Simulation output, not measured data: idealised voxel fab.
Process module, titled voxel trench capacitor
Each square cell in cross-section cut measures 5 nm, and the section as a whole is 280 nm wide.
Think of the cross-section as a grid of square cells. We describe it in bands, top to bottom, and each band covers one or more rows of those cells. Look at the band entry: it leads with the top's height and the bottom's height in nm. Then it lists the materials left to right, with a width in nm for each. The word "edge to edge" on a single material says that material fills the band edge to edge. The word "empty" is empty space. We count height from 0. Below that, the starting wafer is all one material. The lowest band never ends at the bottom but goes on down; see "z 0 and below" for how that is written. You'd read "30 to 40" like this: the band's top row of cells is as wide as the first number, its bottom row is as wide as the second, and going down, every row changes width by the same amount as the row before did. "all unchanged", as given for a step, is the statement that not any cell of the cross-section underwent a change during that step. "Voids, enclosed": empty spaces of 8 cells or more with no open way to the top, each given as width x height at distance, distance from the left edge, all in nm. Text after the settings on a step's line: the simulator's own remark on that step. A step line may carry the setting "overlay nm", which, for steps involving a mask, states the distance by which the mask lay to the right of its intended position; negative values denote displacement to the left.
Planned step list for the process
1. op RECEIVE | material Si
2. op CONFORMAL_DEP | material SiN | thk nm 10
3. op MASKED_ETCH | tone open | mask id TRENCH | width nm 20 | pitch nm 40 | etch materials SiN | depth nm 10 | overlay nm 0
4. op MASKED_ETCH | tone open | mask id TRENCH | width nm 20 | pitch nm 40 | etch materials Si | depth nm 40 | overlay nm 0
5. op CONFORMAL_DEP | material SiO2 | thk nm 5
6. op FILL_DEP | material polySi | thk nm 10
7. op CMP | height nm 10
Step 1 complete: cross-section of the wafer as received
    z 0 and below  Si edge to edge
    Voids, enclosed: none
Look at the cross-section after the module: the wafer started out the way shown above and the plan was the one shown above, yet one mistake was made along the way
    z 10 to 0  SiN: 85, SiO2: 5 to 10, polySi: 10 to 5, SiO2: 5, SiN: 20, SiO2: 5 to 10, polySi: 10 to 5, SiO2: 5, SiN: 20, SiO2: 5 to 10, polySi: 10 to 5, SiO2: 5, SiN: 95
    z 0 to -35  Si: 90, SiO2: 5, polySi: 5, SiO2: 5, Si: 25, SiO2: 5, polySi: 5, SiO2: 5, Si: 25, SiO2: 5, polySi: 5, SiO2: 5, Si: 95
    z -35 to -40  Si: 90, SiO2: 15, Si: 25, SiO2: 15, Si: 25, SiO2: 15, Si: 95
    z -40 and below  Si edge to edge
    Voids, enclosed: none
Short version of what went wrong: step 3 ran as: op MASKED_ETCH | tone open | mask id TRENCH | width nm 20 | pitch nm 40 | etch materials SiN | depth nm 10 | overlay nm -5
